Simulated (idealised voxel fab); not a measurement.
process module | voxel wiring stack
cross-section cut | 235 nm wide | cells 5 nm
A cross-section is a grid of square cells, given in bands from the top down. A band is one or more rows of cells.
Each band's line starts with the height of the band's top and of its bottom, in nm. Then come its materials from left to right, each with its width in nm. One material with "throughout" fills the band from edge to edge. "air" is empty space.
Height 0 is the level under which the wafer as received is all one material. The lowest band goes on downwards, as in "0 down".
A width such as "30 to 40" changes by the same amount from each row of cells to the next, from the band's top row to its bottom row.
"no change" after a step means that no cell of the cross-section changed.
closed voids: empty space of 8 cells or more with no open way to the top, each as width x height at its distance from the left edge, in nm
after a step's settings: what the simulator itself notes on the step
overlay nm, on a step with a mask: how far to the right of its planned place the mask lay; to the left if negative
plan
1 op RECEIVE | material Si
2 op CONFORMAL_DEP | material SiO2 | thk nm 10
3 op CONFORMAL_DEP | material SiN | thk nm 5
4 op DIRECTIONAL_DEP | material lowk | thk nm 20
5 op DIRECTIONAL_DEP | material aC | thk nm 10
6 op PATTERN | tone open | mask id METAL_1 | material resist | width nm 20 | pitch nm 45 | thk nm 30 | overlay nm 0
7 op DIRECTIONAL_ETCH | etch materials aC | depth nm 10
8 op STRIP | etch materials resist
9 op DIRECTIONAL_ETCH | etch materials lowk | depth nm 20
10 op DIRECTIONAL_ETCH | etch materials SiN | depth nm 5
11 op STRIP | etch materials aC
12 op CONFORMAL_DEP | material TiN | thk nm 5
13 op FILL_DEP | material Ru | thk nm 5
14 op CMP | height nm 35
15 op CONFORMAL_DEP | material SiCN | thk nm 5
16 op DIRECTIONAL_DEP | material lowk | thk nm 35
17 op MASKED_ETCH | tone open | mask id METAL_2_HOLES | width nm 15 | pitch nm 45 | etch materials lowk | depth nm 35 | overlay nm 0
18 op DIRECTIONAL_DEP | material aC | thk nm 10
19 op PATTERN | tone open | mask id METAL_2 | material resist | width nm 20 | pitch nm 45 | thk nm 25 | overlay nm 0
20 op DIRECTIONAL_ETCH | etch materials aC | depth nm 10
21 op STRIP | etch materials resist
22 op DIRECTIONAL_ETCH | etch materials lowk | depth nm 20
23 op DIRECTIONAL_ETCH | etch materials SiCN | depth nm 5
24 op STRIP | etch materials aC
25 op CONFORMAL_DEP | material TiN | thk nm 5
26 op FILL_DEP | material Ru | thk nm 5
27 op CMP | height nm 75
28 op CONFORMAL_DEP | material SiCN | thk nm 5
as received, after step 1
  0 down: Si throughout
  closed voids: none
first wafer at the end, as planned
  80 to 75: SiCN throughout
  75 to 60: lowk 85 | TiN 5 | Ru 10 | TiN 5 | lowk 25 | TiN 5 | Ru 10 | TiN 5 | lowk 85
  60 to 55: lowk 85 | TiN 5 | Ru 5 | TiN 10 | lowk 25 | TiN 5 | Ru 5 | TiN 10 | lowk 85
  55 to 40: lowk 85 | TiN 5 | Ru 5 | TiN 5 | lowk 30 | TiN 5 | Ru 5 | TiN 5 | lowk 90
  40 to 35: SiCN 85 | TiN 15 | SiCN 30 | TiN 15 | SiCN 90
  35 to 15: lowk 85 | TiN 5 | Ru 10 | TiN 5 | lowk 25 | TiN 5 | Ru 10 | TiN 5 | lowk 85
  15 to 10: SiN 85 | TiN 20 | SiN 25 | TiN 20 | SiN 85
  10 to 0: SiO2 throughout
  0 down: Si throughout
  closed voids: none
second wafer at the end: like start, like plan, one mistake
  80 to 75: SiCN throughout
  75 to 60: lowk 85 | TiN 5 | Ru 10 | TiN 5 | lowk 25 | TiN 5 | Ru 10 | TiN 5 | lowk 85
  60 to 55: lowk 85 | TiN 5 | Ru 5 | TiN 10 | lowk 25 | TiN 5 | Ru 5 | TiN 10 | lowk 85
  55 to 40: lowk 85 | TiN 5 | Ru 5 | TiN 5 | lowk 30 | TiN 5 | Ru 5 | TiN 5 | lowk 90
  40 to 35: SiCN 85 | TiN 15 | SiCN 30 | TiN 15 | SiCN 90
  35 to 20: lowk 85 | TiN 5 | Ru 10 | TiN 5 | lowk 25 | TiN 5 | Ru 10 | TiN 5 | lowk 85
  20 to 15: lowk 85 | TiN 20 | lowk 25 | TiN 20 | lowk 85
  15 to 0: SiO2 throughout
  0 down: Si throughout
  closed voids: none
what went wrong: step 3 ran as: op CONFORMAL_DEP | material SiO2 | thk nm 5
at the end the second wafer has, in cells: 4 fewer of Ru | 39 fewer of SiN | 47 more of SiO2 | 4 fewer of TiN
